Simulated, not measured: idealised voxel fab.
Title: Process Module voxel self aligned contacts
It is cross-section cut that appears here, measuring 295 nm in width, its square cells being 5 nm in size.
A cross-section is a grid of square cells, given in bands from the top down. A band is one or more rows of cells. First you get the band's top height and its bottom height, in nm, and then the materials it's made of, left to right, with each width in nm. If you see a single material with "throughout", that one covers the band edge to edge. "empty" is empty space. Basically, 0 is our baseline, since under it the wafer straight out of the box is all one material. The bottom band has no lower end and keeps on going down, so it looks like "0 nm and below". It should be noted that a width expressed as "30->40" varies in equal increments from row to row of cells within the band, taking the value of the first number at the top row and that of the second number at the bottom row. A step reported as "same as before" is a step in which no cell of the cross-section changed. Empty spaces without an open route to the top, at least 8 cells in extent, make up the entry "Sealed voids"; each is given as width x height at distance, where the distance is measured from the left edge, and all are in nm. Heads up: the bit after the settings on a step's line is the simulator's remark on that step. For masked steps, "overlay nm" on the step line gives how far right of plan the mask actually lay; a minus sign means it lay to the left.

The planned process steps are enumerated hereunder:
| 1 | op RECEIVE | material Si |
| 2 | op OXIDIZE | depth nm 5 |
| 3 | op DIRECTIONAL_DEP | material polySi | thk nm 30 |
| 4 | op DIRECTIONAL_DEP | material SiN | thk nm 20 |
| 5 | op PATTERN | tone cover | mask id GATE | material resist | width nm 30 | pitch nm 65 | thk nm 15 | overlay nm 0 |
| 6 | op DIRECTIONAL_ETCH | etch materials SiN | depth nm 20 |
| 7 | op DIRECTIONAL_ETCH | etch materials polySi | depth nm 30 |
| 8 | op STRIP | etch materials resist |
| 9 | op CONFORMAL_DEP | material SiN | thk nm 5 |
| 10 | op DIRECTIONAL_ETCH | etch materials SiN | depth nm 5 |
| 11 | op FILL_DEP | material SiO2 | thk nm 15 |
| 12 | op CMP | height nm 60 |
| 13 | op PATTERN | tone open | mask id CONTACT | material resist | width nm 45 | thk nm 20 | overlay nm 0 |
| 14 | op DIRECTIONAL_ETCH | etch materials SiO2 | depth nm 65 |
| 15 | op STRIP | etch materials resist |
| 16 | op CONFORMAL_DEP | material TiN | thk nm 5 |
| 17 | op FILL_DEP | material Ru | thk nm 10 |
| 18 | op CMP | height nm 60 |
| 19 | op CONFORMAL_DEP | material SiCN | thk nm 5 |

Shown in cross-section is the wafer as received, that is, as it stands after step 1:
* 0 nm and below = Si throughout
* Sealed voids: none

The cross-section shown corresponds to the wafer at the conclusion of the module. The initial structure and the process plan are those presented above; however, one mistake occurred in executing the plan:
* 65 nm to 60 nm = SiCN throughout
* 60 nm to 50 nm = SiO2 125 / TiN 5->15 / Ru 35->15 / TiN 5->15 / SiO2 125
* 50 nm to 35 nm = SiO2 95 / SiN 40 / TiN 5 / Ru 15 / TiN 5 / SiN 40 / SiO2 95
* 35 nm to 30 nm = SiO2 95 / SiN 40 / TiN 25 / SiN 40 / SiO2 95
* 30 nm to 0 nm = SiCN throughout
* 0 nm to -5 nm = SiO2 throughout
* -5 nm and below = Si throughout
* Sealed voids: none
What was done differently from what was planned? step 3: run off-plan, actual operation and settings op DIRECTIONAL_DEP | material SiCN | thk nm 30
